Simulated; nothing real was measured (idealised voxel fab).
Process module under the name voxel released beams
Displayed cross-section: cut, width of 145 nm, square cells sized 5 nm.
Heads up, the way a cross-section reads in here is a grid of square cells, handed over as bands from the top down, with every band being one or more rows of cells. Within each band entry, the heights of the top and of the bottom of the band appear first, in that order and in nm; the materials of the band then follow from left to right, each with its corresponding width in nm. The designation "everywhere" on a single material indicates that it fills the band from edge to edge; the designation "blank" indicates empty space. Height reference: 0 = level under which incoming wafer is all one material. Lowest band: no bottom, runs on downward, e.g. "z 0 and below". Think of "30..40" as a width that walks from the first number to the second as you go down the band, top row to bottom row, taking equal-sized steps from row to row. Where the words "stayed the same" appear for a step, the cross-section shows no cell changed by that step; every cell remained as before. Any empty space of 8 cells or more lacking an open way to the top shows up in "Enclosed empty spaces" as width x height at distance, distance from the left edge, in nm. Step line, after settings: the simulator's comment on this step. "overlay nm" on a masked step: distance the mask lay right of its planned place, negative for left.

-- This section lists the process steps that were planned
1,RECEIVE, material Si
2,CONFORMAL_DEP, material Al2O3, thk nm 10
3,DIRECTIONAL_DEP, material SiO2, thk nm 10
4,MASKED_ETCH, tone open, mask id ANCHOR, width nm 40, etch materials SiO2, depth nm 10, overlay nm 0
5,CONFORMAL_DEP, material SiN, thk nm 15
6,MASKED_ETCH, tone cover, mask id BEAM, width nm 85, etch materials SiN, depth nm 15, overlay nm 0
7,STRIP, etch materials SiO2

-- First of two wafers: run as planned

-- Delivered wafer in cross-section: state after step 1
	z 0 and below  Si everywhere
	Enclosed empty spaces: none

-- The wafer in cross-section once step 2 is complete
	z 10 to 0  Al2O3 everywhere
	Beneath the level 0, the cross-section is identical to its previous state.

-- The wafer in cross-section once step 3 is complete
	z 20 to 10  SiO2 everywhere
	Beneath the level 10, the cross-section is identical to its previous state.

-- The wafer in cross-section once step 4 is complete
	z 20 to 10  30 SiO2 | 40 blank | 75 SiO2
	Beneath the level 10, the cross-section is identical to its previous state.

-- The wafer in cross-section once step 5 is complete
	z 35 to 25  45 SiN | 10 blank | 90 SiN
	z 25 to 20  SiN everywhere
	z 20 to 10  30 SiO2 | 40 SiN | 75 SiO2
	Beneath the level 10, the cross-section is identical to its previous state.

-- The wafer in cross-section once step 6 is complete
	z 35 to 25  25 blank | 20 SiN | 10 blank | 55 SiN | 35 blank
	z 25 to 20  25 blank | 85 SiN | 35 blank
	Beneath the level 20, the cross-section is identical to its previous state.

-- The wafer in cross-section once step 7 is complete
	z 35 to 25  25 blank | 20 SiN | 10 blank | 55 SiN | 35 blank
	z 25 to 20  25 blank | 85 SiN | 35 blank
	z 20 to 10  30 blank | 40 SiN | 75 blank
	Beneath the level 10, the cross-section is identical to its previous state.

-- The second wafer was prepared from the same starting point and under the same plan as the first; its processing contained one mistake, and it remains indistinguishable from the first wafer up to and including step 3

-- Here is the second wafer in cross-section at the point where step 4 of the plan should have been done
	z 20 to 10  25 SiO2 | 40 blank | 80 SiO2
	Beneath the level 10, the cross-section is identical to its previous state.

-- Here is the second wafer in cross-section at the point where step 5 of the plan should have been done
	z 35 to 25  40 SiN | 10 blank | 95 SiN
	z 25 to 20  SiN everywhere
	z 20 to 10  25 SiO2 | 40 SiN | 80 SiO2
	Beneath the level 10, the cross-section is identical to its previous state.

-- Here is the second wafer in cross-section at the point where step 6 of the plan should have been done
	z 35 to 25  25 blank | 15 SiN | 10 blank | 60 SiN | 35 blank
	z 25 to 20  25 blank | 85 SiN | 35 blank
	Beneath the level 20, the cross-section is identical to its previous state.

-- Here is the second wafer in cross-section at the point where step 7 of the plan should have been done
	z 35 to 25  25 blank | 15 SiN | 10 blank | 60 SiN | 35 blank
	z 25 to 20  25 blank | 85 SiN | 35 blank
	z 20 to 10  25 blank | 40 SiN | 80 blank
	Beneath the level 10, the cross-section is identical to its previous state.
Heads up, the wafer didn't run the way we planned it: step 4, actual vs plan mismatch, actual run MASKED_ETCH, tone open, mask id ANCHOR, width nm 40, etch materials SiO2, depth nm 10, overlay nm -5
Cell counts per material: same on both final wafers. Positions: different.
